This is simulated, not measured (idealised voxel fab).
Process module name: voxel self aligned contacts
Cross-sectional view cut (width: 235 nm; square cell size: 5 nm).
In this document a cross-section is written as a grid of square cells. It is given as a series of bands, listed from the top down, and a band is one or more rows of cells.
Basically the band line says how high the top is and how high the bottom is, in nm, and then what's in it from left to right, every material with its width in nm. Empty space shows up as "empty", and if a single material carries "full width" it runs the full band edge to edge.
Convention: height 0 is the level below which the wafer, as received, is all one material. The lowest band does not terminate at the bottom but continues downward, represented as "0 and below".
It should be noted that a width expressed as "30..40" varies in equal increments from row to row of cells within the band, taking the value of the first number at the top row and that of the second number at the bottom row.
"no modification" after a step means that no cell of the cross-section changed.
Closed-off voids of 8+ cells (no open route to the top) go in "Sealed internal cavities", written width x height at distance from the left edge, in nm.
The remark found on a step's line after its settings is issued by the simulator itself and pertains to that step.
"overlay nm" answers the question of how far to the right of plan the mask lay on a step that has a mask, and when it is negative the answer is to the left.
## Process steps foreseen in the plan
1) RECEIVE (material Si)
2) OXIDIZE (depth nm 5)
3) DIRECTIONAL_DEP (material polySi; thk nm 25)
4) DIRECTIONAL_DEP (material SiN; thk nm 15)
5) MASKED_ETCH (tone cover; mask id GATE; width nm 25; pitch nm 50; etch materials SiN; depth nm 15; overlay nm 0)
6) MASKED_ETCH (tone cover; mask id GATE; width nm 25; pitch nm 50; etch materials polySi; depth nm 25; overlay nm 0)
7) CONFORMAL_DEP (material SiN; thk nm 5)
8) DIRECTIONAL_ETCH (etch materials SiN; depth nm 5)
9) FILL_DEP (material SiO2; thk nm 20)
10) CMP (height nm 50)
11) PATTERN (tone open; mask id CONTACT; material resist; width nm 35; thk nm 15; overlay nm 0)
12) DIRECTIONAL_ETCH (etch materials SiO2; depth nm 55)
13) STRIP (etch materials resist)
14) CONFORMAL_DEP (material TiN; thk nm 5)
15) FILL_DEP (material W; thk nm 5)
16) CMP (height nm 50)
17) CONFORMAL_DEP (material SiCN; thk nm 5)
## Wafer cross-section on receipt, i.e. after step 1
  0 and below | Si full width
  Sealed internal cavities: none
## Wafer cross-section at end of module: start and plan as shown above, one execution error
  55 down to 50 | SiCN full width
  50 down to 40 | SiO2: 100, TiN: 5..15, W: 25..5, TiN: 5..15, SiO2: 100
  40 down to 25 | SiO2: 75, SiN: 35, TiN: 5, W: 5, TiN: 5, SiN: 35, SiO2: 75
  25 down to 20 | SiO2: 110, TiN: 15, SiO2: 110
  20 down to 0 | polySi full width
  0 and below | Si full width
  Sealed internal cavities: none
Where did the run depart from the plan? the executed order of steps 2 and 3 is the reverse of that specified in the plan, each step having taken the other's position
